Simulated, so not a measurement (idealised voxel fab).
process module | voxel capacitor over wiring
We display cut, a cross-section 300 nm in width whose square cells are each 5 nm.
The cross-sections in this document take the form of a grid made of square cells. They are written out as bands, in order from top to bottom. Each band consists of one or more rows of cells. Heads up on the band format: heights come first, top then bottom, in nm. After that it's the materials left to right, each with its width in nm. A single material flagged "all across" fills the whole band edge to edge, and "air" means there's empty space there. Where do heights start? At 0: under that level the wafer as delivered is made of one material only. And the lowest band has no floor; it just carries on downward, as in "0 nm and below". Width: "30 to 40" (first number = top row, second number = bottom row, same change from row to row of cells). No cell of the cross-section changed in a step that is given as "no alterations made". Look at "Enclosed cavity list" for the closed voids: empty spaces with no open path to the top, sized 8 cells or up. Each is width x height at distance, distance from the left edge, all nm. Heads up: the bit after the settings on a step's line is the simulator's remark on that step. overlay nm: step with mask; distance mask lay right of planned place; negative value = left of planned place.

Intended process steps
1) RECEIVE,material Si
2) CONFORMAL_DEP,material SiO2,thk nm 15
3) DIRECTIONAL_DEP,material TiN,thk nm 5
4) DIRECTIONAL_DEP,material Ru,thk nm 20
5) PATTERN,tone cover,mask id METAL_1,material resist,width nm 20,pitch nm 75,thk nm 20,overlay nm 0
6) DIRECTIONAL_ETCH,etch materials Ru,depth nm 20
7) DIRECTIONAL_ETCH,etch materials TiN,depth nm 5
8) STRIP,etch materials resist
9) FILL_DEP,material SiO2,thk nm 5
10) CMP,height nm 40
11) CONFORMAL_DEP,material SiCN,thk nm 5
12) DIRECTIONAL_DEP,material lowk,thk nm 20
13) MASKED_ETCH,tone open,mask id PLUG_1,width nm 15,etch materials lowk,depth nm 20,overlay nm 0
14) MASKED_ETCH,tone open,mask id PLUG_1,width nm 15,etch materials SiCN,depth nm 5,overlay nm 0
15) EPI,material Ru,thk nm 10
16) EPI,material Ru,thk nm 10
17) EPI,material Ru,thk nm 5
18) DIRECTIONAL_DEP,material TiN,thk nm 5
19) DIRECTIONAL_DEP,material SiN,thk nm 5
20) DIRECTIONAL_DEP,material TiN,thk nm 10
21) PATTERN,tone cover,mask id UPPER_PLATE,material resist,width nm 60,thk nm 20,overlay nm -15
22) DIRECTIONAL_ETCH,etch materials TiN,depth nm 10
23) DIRECTIONAL_ETCH,etch materials SiN,depth nm 5
24) STRIP,etch materials resist
25) MASKED_ETCH,tone cover,mask id LOWER_PLATE,width nm 70,etch materials TiN,depth nm 5,overlay nm 0
26) FILL_DEP,material SiO2,thk nm 15
27) CMP,height nm 95
28) PATTERN,tone open,mask id PLUG_2,material resist,width nm 15,thk nm 15,overlay nm 0
29) DIRECTIONAL_ETCH,etch materials SiO2,depth nm 10
30) STRIP,etch materials resist
31) CONFORMAL_DEP,material TiN,thk nm 5
32) FILL_DEP,material W,thk nm 10
33) CMP,height nm 95
34) CONFORMAL_DEP,material SiCN,thk nm 5
The plan shows the overlay nm of step 21 as the first wafer had it; this setting differs between the wafers, which start out alike.

This is how the first of several wafers looked in cross-section when it arrived, which is after step 1
  0 nm and below = Si all across
  Enclosed cavity list: none

Module finished, last step 34 done: cross-section of the first of several wafers
  100 nm to 95 nm = SiCN all across
  95 nm to 90 nm = SiO2=115 / TiN=5 / W=5 / TiN=5 / SiO2=170
  90 nm to 80 nm = SiO2=115 to 100 / TiN=15 to 50 / SiO2=170 to 150
  80 nm to 75 nm = SiO2=90 / TiN=60 / SiO2=150
  75 nm to 70 nm = SiO2=90 / SiN=60 / SiO2=150
  70 nm to 65 nm = SiO2=90 / TiN=80 / SiO2=130
  65 nm to 45 nm = lowk=105 / Ru=15 / lowk=180
  45 nm to 40 nm = SiCN=105 / Ru=15 / SiCN=180
  40 nm to 20 nm = SiO2=100 / Ru=20 / SiO2=55 / Ru=20 / SiO2=105
  20 nm to 15 nm = SiO2=100 / TiN=20 / SiO2=55 / TiN=20 / SiO2=105
  15 nm to 0 nm = SiO2 all across
  0 nm and below = Si all across
  Enclosed cavity list: none

Cross-section of the last wafer at end of module
  100 nm to 95 nm = SiCN all across
  95 nm to 90 nm = SiO2=115 / TiN=5 / W=5 / TiN=5 / SiO2=170
  90 nm to 80 nm = SiO2=115 to 120 / TiN=15 to 50 / SiO2=170 to 130
  80 nm to 75 nm = SiO2=120 / TiN=60 / SiO2=120
  75 nm to 70 nm = SiO2=120 / SiN=60 / SiO2=120
  70 nm to 65 nm = SiO2=100 / TiN=80 / SiO2=120
  65 nm to 45 nm = lowk=105 / Ru=15 / lowk=180
  45 nm to 40 nm = SiCN=105 / Ru=15 / SiCN=180
  40 nm to 20 nm = SiO2=100 / Ru=20 / SiO2=55 / Ru=20 / SiO2=105
  20 nm to 15 nm = SiO2=100 / TiN=20 / SiO2=55 / TiN=20 / SiO2=105
  15 nm to 0 nm = SiO2 all across
  0 nm and below = Si all across
  Enclosed cavity list: none

Quick key for the table: a row per wafer, taken at the end of the module. For each material it tells you how many cells the wafer gained (+) or lost (-) since it came in, and the closed voids come after
overlay nm -15; +47 Ru; +117 SiCN; +12 SiN; +744 SiO2; +51 TiN; +1 W; +228 lowk; Enclosed cavity list: none
overlay nm -10; +47 Ru; +117 SiCN; +12 SiN; +744 SiO2; +51 TiN; +1 W; +228 lowk; Enclosed cavity list: none
overlay nm -5; +47 Ru; +117 SiCN; +12 SiN; +744 SiO2; +51 TiN; +1 W; +228 lowk; Enclosed cavity list: none
overlay nm 0; +47 Ru; +117 SiCN; +12 SiN; +744 SiO2; +51 TiN; +1 W; +228 lowk; Enclosed cavity list: none
overlay nm 5; +47 Ru; +117 SiCN; +12 SiN; +744 SiO2; +51 TiN; +1 W; +228 lowk; Enclosed cavity list: none
overlay nm 10; +47 Ru; +117 SiCN; +12 SiN; +744 SiO2; +51 TiN; +1 W; +228 lowk; Enclosed cavity list: none
overlay nm 15; +47 Ru; +117 SiCN; +12 SiN; +744 SiO2; +51 TiN; +1 W; +228 lowk; Enclosed cavity list: none
